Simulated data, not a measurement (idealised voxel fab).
process module | voxel fin reveal
cross-section cut | 210 nm wide | cells 5 nm
A cross-section is a grid of square cells, given in bands from the top down. A band is one or more rows of cells.
Each band's line starts with the height of the band's top and of its bottom, in nm. Then come its materials from left to right, each with its width in nm. One material with "throughout" fills the band from edge to edge. "air" is empty space.
Height 0 is the level under which the wafer as received is all one material. The lowest band goes on downwards, as in "0 down".
A width such as "30 to 40" changes by the same amount from each row of cells to the next, from the band's top row to its bottom row.
"no change" after a step means that no cell of the cross-section changed.
closed voids: empty space of 8 cells or more with no open way to the top, each as width x height at its distance from the left edge, in nm
after a step's settings: what the simulator itself notes on the step
overlay nm, on a step with a mask: how far to the right of its planned place the mask lay; to the left if negative
plan
1 op RECEIVE | material Si
2 op CONFORMAL_DEP | material SiN | thk nm 10
3 op PATTERN | tone cover | mask id FINS | material resist | width nm 15 | pitch nm 40 | thk nm 20 | overlay nm 0
4 op DIRECTIONAL_ETCH | etch materials SiN | depth nm 10
5 op DIRECTIONAL_ETCH | etch materials Si | depth nm 40
6 op STRIP | etch materials resist
7 op OXIDIZE | depth nm 5
8 op FILL_DEP | material SiO2 | thk nm 5
9 op CMP | height nm 10
10 op SELECTIVE_ETCH | etch materials SiO2 | depth nm 20
11 op STRIP | etch materials SiN
12 op CONFORMAL_DEP | material HfO2 | thk nm 5
as received, after step 1
  0 down: Si throughout
  closed voids: none
a wafer at the end: this start, this plan, one mistake
  5 to 0: air 55 | HfO2 20 | air 20 | HfO2 20 | air 20 | HfO2 20 | air 55
  0 to -5: air 55 | HfO2 5 | Si 10 | HfO2 5 | air 20 | HfO2 5 | Si 10 | HfO2 5 | air 20 | HfO2 5 | Si 10 | HfO2 5 | air 55
  -5 to -10: HfO2 60 | Si 10 | HfO2 30 | Si 10 | HfO2 30 | Si 10 | HfO2 60
  -10 to -45: SiO2 60 | Si 10 | SiO2 30 | Si 10 | SiO2 30 | Si 10 | SiO2 60
  -45 down: Si throughout
  closed voids: none
what went wrong: step 3 ran as: op PATTERN | tone cover | mask id FINS | material resist | width nm 20 | pitch nm 40 | thk nm 20 | overlay nm 0
